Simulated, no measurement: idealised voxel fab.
process module | voxel gate over fins
cross-section cut | 225 nm wide | cells 5 nm
A cross-section is a grid of square cells, given in bands from the top down. A band is one or more rows of cells.
Each band's line starts with the height of the band's top and of its bottom, in nm. Then come its materials from left to right, each with its width in nm. One material with "throughout" fills the band from edge to edge. "air" is empty space.
Height 0 is the level under which the wafer as received is all one material. The lowest band goes on downwards, as in "0 down".
A width such as "30 to 40" changes by the same amount from each row of cells to the next, from the band's top row to its bottom row.
"no change" after a step means that no cell of the cross-section changed.
closed voids: empty space of 8 cells or more with no open way to the top, each as width x height at its distance from the left edge, in nm
after a step's settings: what the simulator itself notes on the step
overlay nm, on a step with a mask: how far to the right of its planned place the mask lay; to the left if negative
plan
1 op RECEIVE | material Si
2 op CONFORMAL_DEP | material SiN | thk nm 10
3 op DIRECTIONAL_DEP | material aC | thk nm 15
4 op PATTERN | tone cover | mask id FINS | material resist | width nm 15 | pitch nm 35 | thk nm 30 | overlay nm 0
5 op DIRECTIONAL_ETCH | etch materials aC | depth nm 15
6 op STRIP | etch materials resist
7 op DIRECTIONAL_ETCH | etch materials SiN | depth nm 10
8 op DIRECTIONAL_ETCH | etch materials Si | depth nm 40
9 op STRIP | etch materials aC
10 op OXIDIZE | depth nm 5
11 op FILL_DEP | material SiO2 | thk nm 10
12 op CMP | height nm 10
13 op SELECTIVE_ETCH | etch materials SiO2 | depth nm 20
14 op STRIP | etch materials SiN
15 op CONFORMAL_DEP | material HfO2 | thk nm 5
16 op CONFORMAL_DEP | material TiN | thk nm 5
17 op CONFORMAL_DEP | material TiAl | thk nm 5
18 op CONFORMAL_DEP | material TiN | thk nm 5
19 op FILL_DEP | material W | thk nm 10
20 op CMP | height nm 25
21 op CONFORMAL_DEP | material SiN | thk nm 10
as received, after step 1
  0 down: Si throughout
  closed voids: none
a wafer at the end: this start, this plan, one mistake
  35 to 25: SiN throughout
  25 to 20: W throughout
  20 to 15: W 35 | TiN 155 | W 35
  15 to 10: W 35 | TiN 5 | TiAl 145 | TiN 5 | W 35
  10 to 5: TiN 40 | TiAl 5 | TiN 30 | TiAl 5 | TiN 30 | TiAl 5 | TiN 30 | TiAl 5 | TiN 30 | TiAl 5 | TiN 40
  5 to 0: TiAl 45 | TiN 5 | HfO2 20 | TiN 5 | TiAl 5 | TiN 5 | HfO2 20 | TiN 5 | TiAl 5 | TiN 5 | HfO2 20 | TiN 5 | TiAl 5 | TiN 5 | HfO2 20 | TiN 5 | TiAl 45
  0 to -5: TiN 50 | HfO2 5 | Si 10 | HfO2 5 | TiN 15 | HfO2 5 | Si 10 | HfO2 5 | TiN 15 | HfO2 5 | Si 10 | HfO2 5 | TiN 15 | HfO2 5 | Si 10 | HfO2 5 | TiN 50
  -5 to -10: HfO2 55 | Si 10 | HfO2 25 | Si 10 | HfO2 25 | Si 10 | HfO2 25 | Si 10 | HfO2 55
  -10 to -45: SiO2 55 | Si 10 | SiO2 25 | Si 10 | SiO2 25 | Si 10 | SiO2 25 | Si 10 | SiO2 55
  -45 down: Si throughout
  closed voids: none
what went wrong: step 4 ran as: op PATTERN | tone cover | mask id FINS | material resist | width nm 20 | pitch nm 35 | thk nm 30 | overlay nm 0
